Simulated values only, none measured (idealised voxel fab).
Module name: voxel wiring stack (process module)
Shown is cross-section cut, with a width of 150 nm and square cells of size 5 nm.
Cross-section layout: square cells on a grid; listed as bands, top to bottom; a band spans one or more cell rows.
The band entry comprises the height of the band's top followed by the height of its bottom, expressed in nm, and subsequently the band's materials from left to right, each stated together with its width in nm. Where a single material is marked with the word "everywhere", that material fills the band from edge to edge. The word "air" represents empty space.
Height datum 0, below which the as-received substrate wafer is one material. Lowest band open at the bottom, running downward: "top 0, no bottom".
Note: "30..40" means the width goes from the first number (top row of the band) to the second number (bottom row) in equal steps per row of cells.
For the purposes of this document, the phrase "left unchanged" attached to a step denotes that no cell within the cross-section was modified by that step.
The label "Tabulated closed voids" introduces a list of the empty spaces, 8 cells or larger, that have no open way up to the top; each entry in it reads width x height at distance, where the distance is taken from the left edge and all three are stated in nm.
Past the settings on a step's line: simulator remark, on that step.
The "overlay nm" setting may appear on a step's line; for a step that uses a mask, it gives how far to the right of its planned position the mask lay, and a negative value indicates the left.

Here's what the planned process steps look like
- 1: RECEIVE, material Si
- 2: CONFORMAL_DEP, material SiO2, thk nm 15
- 3: DIRECTIONAL_DEP, material TiN, thk nm 5
- 4: DIRECTIONAL_DEP, material Ru, thk nm 15
- 5: MASKED_ETCH, tone cover, mask id METAL_1, width nm 25, pitch nm 45, etch materials Ru, depth nm 15, overlay nm 0
- 6: MASKED_ETCH, tone cover, mask id METAL_1, width nm 25, pitch nm 45, etch materials TiN, depth nm 5, overlay nm 0
- 7: CONFORMAL_DEP, material SiN, thk nm 5
- 8: FILL_DEP, material lowk, thk nm 5
- 9: CMP, height nm 35
- 10: CONFORMAL_DEP, material SiCN, thk nm 5
- 11: DIRECTIONAL_DEP, material SiO2, thk nm 15
- 12: MASKED_ETCH, tone open, mask id PLUG_1, width nm 15, pitch nm 90, etch materials SiO2, depth nm 15, overlay nm 0
- 13: MASKED_ETCH, tone open, mask id PLUG_1, width nm 15, pitch nm 90, etch materials SiCN, depth nm 5, overlay nm 0
- 14: CONFORMAL_DEP, material TiN, thk nm 5
- 15: FILL_DEP, material Cu, thk nm 10
- 16: CMP, height nm 55
- 17: CONFORMAL_DEP, material SiCN, thk nm 5
- 18: DIRECTIONAL_DEP, material lowk, thk nm 15
- 19: DIRECTIONAL_DEP, material aC, thk nm 15
- 20: PATTERN, tone open, mask id METAL_2, material resist, width nm 25, pitch nm 45, thk nm 30, overlay nm 0
- 21: DIRECTIONAL_ETCH, etch materials aC, depth nm 15
- 22: STRIP, etch materials resist
- 23: DIRECTIONAL_ETCH, etch materials lowk, depth nm 15
- 24: DIRECTIONAL_ETCH, etch materials SiCN, depth nm 5
- 25: STRIP, etch materials aC
- 26: CONFORMAL_DEP, material TiN, thk nm 5
- 27: FILL_DEP, material Ru, thk nm 10
- 28: CMP, height nm 75
- 29: CONFORMAL_DEP, material SiCN, thk nm 5
- 30: DIRECTIONAL_DEP, material SiO2, thk nm 35
- 31: MASKED_ETCH, tone open, mask id METAL_3_HOLES, width nm 15, pitch nm 45, etch materials SiO2, depth nm 35, overlay nm 0
- 32: PATTERN, tone open, mask id METAL_3, material resist, width nm 25, pitch nm 45, thk nm 15, overlay nm 0
- 33: DIRECTIONAL_ETCH, etch materials SiO2, depth nm 20
- 34: DIRECTIONAL_ETCH, etch materials SiCN, depth nm 5
- 35: STRIP, etch materials resist
- 36: CONFORMAL_DEP, material TiN, thk nm 5
- 37: FILL_DEP, material Cu, thk nm 5
- 38: CMP, height nm 115
- 39: CONFORMAL_DEP, material SiN, thk nm 5

As received, after step 1
  top 0, no bottom | Si everywhere
  Tabulated closed voids: none

Cross-section, first of two wafers, end of module, run as planned
  top 120, bottom 115 | SiN everywhere
  top 115, bottom 100 | SiO2=15; TiN=5; Cu=15; TiN=5; SiO2=20; TiN=5; Cu=15; TiN=5; SiO2=20; TiN=5; Cu=15; TiN=5; SiO2=20
  top 100, bottom 95 | SiO2=15; TiN=5; Cu=5; TiN=15; SiO2=20; TiN=5; Cu=5; TiN=15; SiO2=20; TiN=5; Cu=5; TiN=15; SiO2=20
  top 95, bottom 80 | SiO2=15; TiN=5; Cu=5; TiN=5; SiO2=30; TiN=5; Cu=5; TiN=5; SiO2=30; TiN=5; Cu=5; TiN=5; SiO2=30
  top 80, bottom 75 | SiCN=15; TiN=15; SiCN=30; TiN=15; SiCN=30; TiN=15; SiCN=30
  top 75, bottom 60 | lowk=15; TiN=5; Ru=15; TiN=5; lowk=20; TiN=5; Ru=15; TiN=5; lowk=20; TiN=5; Ru=15; TiN=5; lowk=20
  top 60, bottom 55 | SiCN=15; TiN=25; SiCN=20; TiN=25; SiCN=20; TiN=25; SiCN=20
  top 55, bottom 40 | SiO2=15; TiN=5; Cu=5; TiN=5; SiO2=75; TiN=5; Cu=5; TiN=5; SiO2=30
  top 40, bottom 35 | SiCN=15; TiN=15; SiCN=75; TiN=15; SiCN=30
  top 35, bottom 20 | lowk=10; SiN=5; Ru=25; SiN=5; lowk=10; SiN=5; Ru=25; SiN=5; lowk=10; SiN=5; Ru=25; SiN=5; lowk=15
  top 20, bottom 15 | SiN=15; TiN=25; SiN=20; TiN=25; SiN=20; TiN=25; SiN=20
  top 15, bottom 0 | SiO2 everywhere
  top 0, no bottom | Si everywhere
  Tabulated closed voids: none

What the second wafer looks like in cross-section once the module is done. Its start and its plan matched the first wafer's exactly; what differed was one mistake in how it was run
  top 120, bottom 115 | SiN everywhere
  top 115, bottom 100 | SiO2=15; TiN=5; Cu=20; TiN=5; SiO2=15; TiN=5; Cu=20; TiN=5; SiO2=15; TiN=5; Cu=20; TiN=5; SiO2=15
  top 100, bottom 95 | SiO2=15; TiN=5; Cu=5; TiN=20; SiO2=15; TiN=5; Cu=5; TiN=20; SiO2=15; TiN=5; Cu=5; TiN=20; SiO2=15
  top 95, bottom 80 | SiO2=15; TiN=5; Cu=5; TiN=5; SiO2=30; TiN=5; Cu=5; TiN=5; SiO2=30; TiN=5; Cu=5; TiN=5; SiO2=30
  top 80, bottom 75 | SiCN=15; TiN=15; SiCN=30; TiN=15; SiCN=30; TiN=15; SiCN=30
  top 75, bottom 60 | lowk=15; TiN=5; Ru=15; TiN=5; lowk=20; TiN=5; Ru=15; TiN=5; lowk=20; TiN=5; Ru=15; TiN=5; lowk=20
  top 60, bottom 55 | SiCN=15; TiN=25; SiCN=20; TiN=25; SiCN=20; TiN=25; SiCN=20
  top 55, bottom 40 | SiO2=15; TiN=5; Cu=5; TiN=5; SiO2=75; TiN=5; Cu=5; TiN=5; SiO2=30
  top 40, bottom 35 | SiCN=15; TiN=15; SiCN=75; TiN=15; SiCN=30
  top 35, bottom 20 | lowk=10; SiN=5; Ru=25; SiN=5; lowk=10; SiN=5; Ru=25; SiN=5; lowk=10; SiN=5; Ru=25; SiN=5; lowk=15
  top 20, bottom 15 | SiN=15; TiN=25; SiN=20; TiN=25; SiN=20; TiN=25; SiN=20
  top 15, bottom 0 | SiO2 everywhere
  top 0, no bottom | Si everywhere
  Tabulated closed voids: none
What went wrong in running the wafer? step 32 was run on a setting that differed from the plan, and what really ran there is PATTERN, tone open, mask id METAL_3, material resist, width nm 30, pitch nm 45, thk nm 15, overlay nm 0
It is noted that, at the conclusion of processing, the second wafer exhibits a higher or lower cell count for certain materials relative to the first: 9 more of Cu, 12 fewer of SiO2, 3 more of TiN
